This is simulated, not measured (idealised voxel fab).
Title: Process Module voxel wiring stack
Displayed cross-section: cut, width of 160 nm, square cells sized 5 nm.
Throughout this document, each cross-section is represented as a grid of square cells and is presented as a sequence of bands enumerated from the top downward, where a band comprises one or more rows of cells. The entry gives the band's vertical extent as a top height and a bottom height in nm, then its horizontal make-up as materials from left to right, each with a width in nm. "empty" stands for empty space; a single material marked "edge to edge" fills the band edge to edge. Height reference: 0 = level under which incoming wafer is all one material. Lowest band: no bottom, runs on downward, e.g. "top 0, no bottom". Width "30..40": first value at the band's top row of cells, second value at its bottom row, equal change from row to row. "no modification" means the step left every cell of the cross-section as it was. "Closed cavities": sealed empty spaces, 8 cells or more, no open way to top, listed width x height at distance, with distance from the left edge and width, height and distance in nm. Anything after a step's settings on that line? It's the simulator's own note about the step. You can add "overlay nm" to a step's line. For a step with a mask, it describes how far the mask lay to the right of its planned position, and a negative number describes a lay to the left.

THESE ARE THE STEPS WE PLANNED FOR THE PROCESS
1 op RECEIVE | material Si
2 op CONFORMAL_DEP | material SiO2 | thk nm 15
3 op CONFORMAL_DEP | material SiN | thk nm 5
4 op DIRECTIONAL_DEP | material SiO2 | thk nm 25
5 op PATTERN | tone open | mask id METAL_1 | material resist | width nm 25 | pitch nm 45 | thk nm 15 | overlay nm 0
6 op DIRECTIONAL_ETCH | etch materials SiO2 | depth nm 25
7 op DIRECTIONAL_ETCH | etch materials SiN | depth nm 5
8 op STRIP | etch materials resist
9 op CONFORMAL_DEP | material TiN | thk nm 5
10 op FILL_DEP | material W | thk nm 5
11 op CMP | height nm 45
12 op CONFORMAL_DEP | material SiCN | thk nm 5
13 op DIRECTIONAL_DEP | material SiO2 | thk nm 30
14 op DIRECTIONAL_DEP | material aC | thk nm 10
15 op PATTERN | tone open | mask id METAL_2_HOLES | material resist | width nm 15 | pitch nm 90 | thk nm 30 | overlay nm 0
16 op DIRECTIONAL_ETCH | etch materials aC | depth nm 10
17 op STRIP | etch materials resist
18 op DIRECTIONAL_ETCH | etch materials SiO2 | depth nm 30
19 op STRIP | etch materials aC
20 op DIRECTIONAL_DEP | material aC | thk nm 15
21 op PATTERN | tone open | mask id METAL_2 | material resist | width nm 25 | pitch nm 45 | thk nm 35 | overlay nm 0
22 op DIRECTIONAL_ETCH | etch materials aC | depth nm 15
23 op STRIP | etch materials resist
24 op DIRECTIONAL_ETCH | etch materials SiO2 | depth nm 15
25 op DIRECTIONAL_ETCH | etch materials SiCN | depth nm 5
26 op STRIP | etch materials aC
27 op CONFORMAL_DEP | material TiN | thk nm 5
28 op FILL_DEP | material Cu | thk nm 10
29 op CMP | height nm 80
30 op CONFORMAL_DEP | material SiCN | thk nm 5

INCOMING WAFER, CROSS-SECTIONAL VIEW, POST STEP 1
> top 0, no bottom  Si edge to edge
> Closed cavities: none

LOOK AT THE CROSS-SECTION AFTER THE MODULE: THE WAFER STARTED OUT THE WAY SHOWN ABOVE AND THE PLAN WAS THE ONE SHOWN ABOVE, YET ONE MISTAKE WAS MADE ALONG THE WAY
> top 85, bottom 80  SiCN edge to edge
> top 80, bottom 70  SiO2: 20, TiN: 5, Cu: 15, TiN: 5, SiO2: 20, TiN: 5, Cu: 15, TiN: 5, SiO2: 20, TiN: 5, Cu: 15, TiN: 5, SiO2: 25
> top 70, bottom 65  SiO2: 20, TiN: 5, Cu: 5, TiN: 15, SiO2: 20, TiN: 25, SiO2: 20, TiN: 5, Cu: 5, TiN: 15, SiO2: 25
> top 65, bottom 50  SiO2: 20, TiN: 5, Cu: 5, TiN: 5, SiO2: 75, TiN: 5, Cu: 5, TiN: 5, SiO2: 35
> top 50, bottom 45  SiO2: 20, TiN: 15, SiO2: 75, TiN: 15, SiO2: 35
> top 45, bottom 20  SiO2: 20, TiN: 5, W: 15, TiN: 5, SiO2: 20, TiN: 5, W: 15, TiN: 5, SiO2: 20, TiN: 5, W: 15, TiN: 5, SiO2: 25
> top 20, bottom 15  SiN: 20, TiN: 25, SiN: 20, TiN: 25, SiN: 20, TiN: 25, SiN: 25
> top 15, bottom 0  SiO2 edge to edge
> top 0, no bottom  Si edge to edge
> Closed cavities: none
Misprocessing identified: so step 12 ended up running with a different setting than we planned, it ran as op CONFORMAL_DEP | material SiO2 | thk nm 5
